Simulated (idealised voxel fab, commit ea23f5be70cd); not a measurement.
You're looking at the process module voxel ribs on slabs.
Shown is cross-section cut, with a width of 155 nm and square cells of size 5 nm.
Just so we're on the same page, the cross-sections are grids of square cells, and they're listed out in bands top to bottom, each band one or more rows deep. Within each band entry, the heights of the top and of the bottom of the band appear first, in that order and in nm; the materials of the band then follow from left to right, each with its corresponding width in nm. The designation "everywhere" on a single material indicates that it fills the band from edge to edge; the designation "air" indicates empty space. Measure heights from 0. That's the level where, below it, the as-received wafer is all one material. The lowest band is bottomless and extends downward; write it as in "0 and below". Graded width ("30..40"): value in top row of band = first number; value in bottom row = second number; row-to-row change constant. "no modifications" for a step: no cell of the cross-section changed in that step. You'll see "Sealed void list" listing empty spaces that have no way open to the top, as long as they're 8 cells or more; the notation is width x height at distance, where the distance is from the left edge, and all of it is in nm. after a step's settings: what the simulator itself notes on the step. "overlay nm" on a masked step: distance the mask lay right of its planned place, negative for left.
Process steps - plan:
1) RECEIVE, material Si
2) DIRECTIONAL_DEP, material SiO2, thk nm 30
3) DIRECTIONAL_DEP, material SiN, thk nm 25
4) PATTERN, tone cover, mask id RIB, material resist, width nm 20, thk nm 15, overlay nm 0
5) DIRECTIONAL_ETCH, etch materials SiN, depth nm 20
6) STRIP, etch materials resist
7) MASKED_ETCH, tone cover, mask id SLAB, width nm 50, etch materials SiN, depth nm 5, overlay nm 0
8) FILL_DEP, material SiO2, thk nm 20
9) CMP, height nm 70
10) DIRECTIONAL_DEP, material W, thk nm 10
11) DIRECTIONAL_DEP, material aC, thk nm 15
12) PATTERN, tone cover, mask id HEATER, material resist, width nm 30, thk nm 30, overlay nm 0
13) DIRECTIONAL_ETCH, etch materials aC, depth nm 15
14) STRIP, etch materials resist
15) DIRECTIONAL_ETCH, etch materials W, depth nm 10
16) STRIP, etch materials aC
17) CONFORMAL_DEP, material SiN, thk nm 5
First of two wafers, processed according to plan:
As-received wafer cross-section (after step 1):
* 0 and below  Si everywhere
* Sealed void list: none
How the wafer stands in section after step 2:
* 30 down to 0  SiO2 everywhere
* Under the height 0 nothing was changed.
How the wafer stands in section after step 3:
* 55 down to 30  SiN everywhere
* Under the height 30 nothing was changed.
How the wafer stands in section after step 4:
* 70 down to 55  65 air  20 resist  70 air
* Under the height 55 nothing was changed.
How the wafer stands in section after step 5:
* 70 down to 55  65 air  20 resist  70 air
* 55 down to 35  65 air  20 SiN  70 air
* Under the height 35 nothing was changed.
How the wafer stands in section after step 6:
* 55 down to 35  65 air  20 SiN  70 air
* Under the height 35 nothing was changed.
How the wafer stands in section after step 7:
* 55 down to 35  65 air  20 SiN  70 air
* 35 down to 30  50 air  50 SiN  55 air
* Under the height 30 nothing was changed.
How the wafer stands in section after step 8:
* 75 down to 55  SiO2 everywhere
* 55 down to 35  65 SiO2  20 SiN  70 SiO2
* 35 down to 30  50 SiO2  50 SiN  55 SiO2
* Under the height 30 nothing was changed.
How the wafer stands in section after step 9:
* 70 down to 55  SiO2 everywhere
* Under the height 55 nothing was changed.
How the wafer stands in section after step 10:
* 80 down to 70  W everywhere
* Under the height 70 nothing was changed.
How the wafer stands in section after step 11:
* 95 down to 80  aC everywhere
* Under the height 80 nothing was changed.
How the wafer stands in section after step 12:
* 125 down to 95  60 air  30 resist  65 air
* Under the height 95 nothing was changed.
How the wafer stands in section after step 13:
* 110 down to 95  60 air  30 resist  65 air
* 95 down to 80  60 air  30 aC  65 air
* Under the height 80 nothing was changed.
How the wafer stands in section after step 14:
* 95 down to 80  60 air  30 aC  65 air
* Under the height 80 nothing was changed.
How the wafer stands in section after step 15:
* 95 down to 80  60 air  30 aC  65 air
* 80 down to 70  60 air  30 W  65 air
* Under the height 70 nothing was changed.
How the wafer stands in section after step 16:
* 80 down to 70  60 air  30 W  65 air
* Under the height 70 nothing was changed.
How the wafer stands in section after step 17:
* 85 down to 80  55 air  40 SiN  60 air
* 80 down to 75  55 air  5 SiN  30 W  5 SiN  60 air
* 75 down to 70  60 SiN  30 W  65 SiN
* Under the height 70 nothing was changed.
Here the second wafer is described. Its start and its plan were those of the first wafer. Its run contained one mistake. Up to and including step 16, it did exactly what the first wafer did:
Cross-section of the second wafer at the time by which step 17 should have been completed according to the plan: no modifications
Run error: step 17 of the plan was excluded from execution and never run
Counted in cells at the end, the second wafer holds more or fewer of these materials than the first: SiN -35
